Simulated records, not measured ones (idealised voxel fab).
Name of the process module below: voxel plated lines
265 nm wide, 5 nm square cells: that's cross-section cut.
Cross-sections here: square-cell grids, written as top-down lists of bands, a band being one or more rows of cells. What a band's entry tells you: where the top is and where the bottom is, as heights in nm, and after that what lies inside, material by material from left to right, each with its width in nm. Empty space is written as the word "air", and a single material marked with the word "edge to edge" occupies the band from edge to edge. Zero point of the height axis is 0; under it, received wafer = one material. Lowest band: continues down indefinitely, "top 0, no bottom". Width: "30..40" (first number = top row, second number = bottom row, same change from row to row of cells). Step marked "identical to before"? Then no cell in the cross-section changed in it. The entry titled "Closed-off voids" provides the empty spaces that have no open way to the top, restricted to those of 8 cells or more. Each is presented as width x height at distance, the distance being measured from the left edge, with all three in nm. On a step's line, text after the settings is the simulator commenting on that step. "overlay nm", when on a step's line for a step with a mask, measures how far to the right of its planned place the mask lay; a negative measure means to the left.

## The planned process steps are enumerated hereunder
1. RECEIVE: material Si
2. CONFORMAL_DEP: material SiO2, thk nm 5
3. DIRECTIONAL_DEP: material TiN, thk nm 5
4. PATTERN: tone open, mask id LINES, material resist, width nm 20, pitch nm 45, thk nm 25, overlay nm 0
5. EPI: material Ru, thk nm 5
6. EPI: material Ru, thk nm 5
7. STRIP: etch materials resist
8. DIRECTIONAL_ETCH: etch materials TiN, depth nm 5
9. CONFORMAL_DEP: material SiN, thk nm 5

## Shown in cross-section is the wafer as received, that is, as it stands after step 1
  top 0, no bottom: Si edge to edge
  Closed-off voids: none

## One mistake in running the module, otherwise start and plan as above: cross-section at the end
  top 25, bottom 20: SiN=60  air=10  SiN=35  air=10  SiN=35  air=10  SiN=35  air=10  SiN=60
  top 20, bottom 10: Ru=55  SiN=5  air=10  SiN=5  Ru=25  SiN=5  air=10  SiN=5  Ru=25  SiN=5  air=10  SiN=5  Ru=25  SiN=5  air=10  SiN=5  Ru=55
  top 10, bottom 5: TiN=55  SiN=20  TiN=25  SiN=20  TiN=25  SiN=20  TiN=25  SiN=20  TiN=55
  top 5, bottom 0: SiO2 edge to edge
  top 0, no bottom: Si edge to edge
  Closed-off voids: none
So what did we get wrong on this run? not per plan at step 4, really ran PATTERN: tone cover, mask id LINES, material resist, width nm 20, pitch nm 45, thk nm 25, overlay nm 0
